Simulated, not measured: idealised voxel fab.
Process module under the name voxel self aligned vias
Square cell edge 5 nm, section width 145 nm, ID cut.
Reading order for cross-sections: top band down to bottom band. Underlying form: a grid of square cells. Band size: one or more rows of cells. Top, bottom (nm), then materials left to right with widths (nm); lone material tagged "throughout" fills the whole band edge to edge; "empty" = empty space. Heights from 0 (as-received wafer is one material below). Bottom band endless downward, as "from 0 down". Per-row width for "30..40": begins at first number (top row of band), ends at second number (bottom row), increment between rows held constant. Any step labelled "no modification" changed none of the cells in the cross-section. "Sealed void inventory" enumerates empty spaces isolated from the top, with no open way to it, that contain at least 8 cells, giving each as width x height at distance from the left edge, all three in nm. Past the settings on a step's line: simulator remark, on that step. "overlay nm" denotes, for a step that has a mask, the displacement of the mask to the right of its planned place, with negative values corresponding to the left.

-- Below is the list of planned process steps
1) RECEIVE,material Si
2) CONFORMAL_DEP,material SiO2,thk nm 10
3) CONFORMAL_DEP,material SiCN,thk nm 5
4) DIRECTIONAL_DEP,material SiO2,thk nm 20
5) MASKED_ETCH,tone open,mask id LINES,width nm 20,pitch nm 45,etch materials SiO2,depth nm 20,overlay nm 0
6) CONFORMAL_DEP,material TiN,thk nm 5
7) FILL_DEP,material W,thk nm 5
8) CMP,height nm 35
9) SELECTIVE_ETCH,etch materials W Ru TiN,depth nm 10
10) FILL_DEP,material SiN,thk nm 10
11) CMP,height nm 35
12) DIRECTIONAL_DEP,material SiO2,thk nm 15
13) PATTERN,tone open,mask id VIAS,material resist,width nm 30,thk nm 20,overlay nm 0
14) DIRECTIONAL_ETCH,etch materials SiO2,depth nm 15
15) DIRECTIONAL_ETCH,etch materials SiN,depth nm 10
16) STRIP,etch materials resist
17) CONFORMAL_DEP,material TiN,thk nm 5
18) FILL_DEP,material W,thk nm 5
19) CMP,height nm 50
20) CONFORMAL_DEP,material SiCN,thk nm 5

-- Wafer cross-section on receipt, i.e. after step 1
  from 0 down  Si throughout
  Sealed void inventory: none

-- Run as planned - first of the two wafers cross-sectioned at the end of the module
  from 55 to 50  SiCN throughout
  from 50 to 40  SiO2 35; TiN 5; W 20; TiN 5; SiO2 80
  from 40 to 35  SiO2 35; TiN 10; W 10; TiN 10; SiO2 80
  from 35 to 30  SiO2 40; TiN 5; W 10; TiN 5; SiO2 25; SiN 20; SiO2 40
  from 30 to 25  SiO2 40; TiN 20; SiO2 25; SiN 20; SiO2 40
  from 25 to 20  SiO2 40; TiN 5; W 10; TiN 5; SiO2 25; TiN 5; W 10; TiN 5; SiO2 40
  from 20 to 15  SiO2 40; TiN 20; SiO2 25; TiN 20; SiO2 40
  from 15 to 10  SiCN throughout
  from 10 to 0  SiO2 throughout
  from 0 down  Si throughout
  Sealed void inventory: none

-- Second wafer of the two, sectioned at the end of the module. It began like the first and followed the same plan, but one mistake was made while running it
  from 55 to 50  SiCN throughout
  from 50 to 35  SiO2 35; TiN 5; W 20; TiN 5; SiO2 80
  from 35 to 30  SiN 35; TiN 5; W 20; TiN 5; SiN 80
  from 30 to 25  SiN 35; TiN 30; SiN 80
  from 25 to 10  SiO2 40; TiN 5; W 10; TiN 5; SiO2 25; TiN 5; W 10; TiN 5; SiO2 40
  from 10 to 5  SiO2 40; TiN 20; SiO2 25; TiN 20; SiO2 40
  from 5 to 0  SiCN throughout
  from 0 down  Si throughout
  Sealed void inventory: none
Processing error: heads up, step 2 of the plan was skipped and never actually ran
Per the end-of-run cell counts, the second wafer holds more or fewer of some materials than the first: 38 more of SiN; 58 fewer of SiO2; 8 more of TiN; 12 more of W
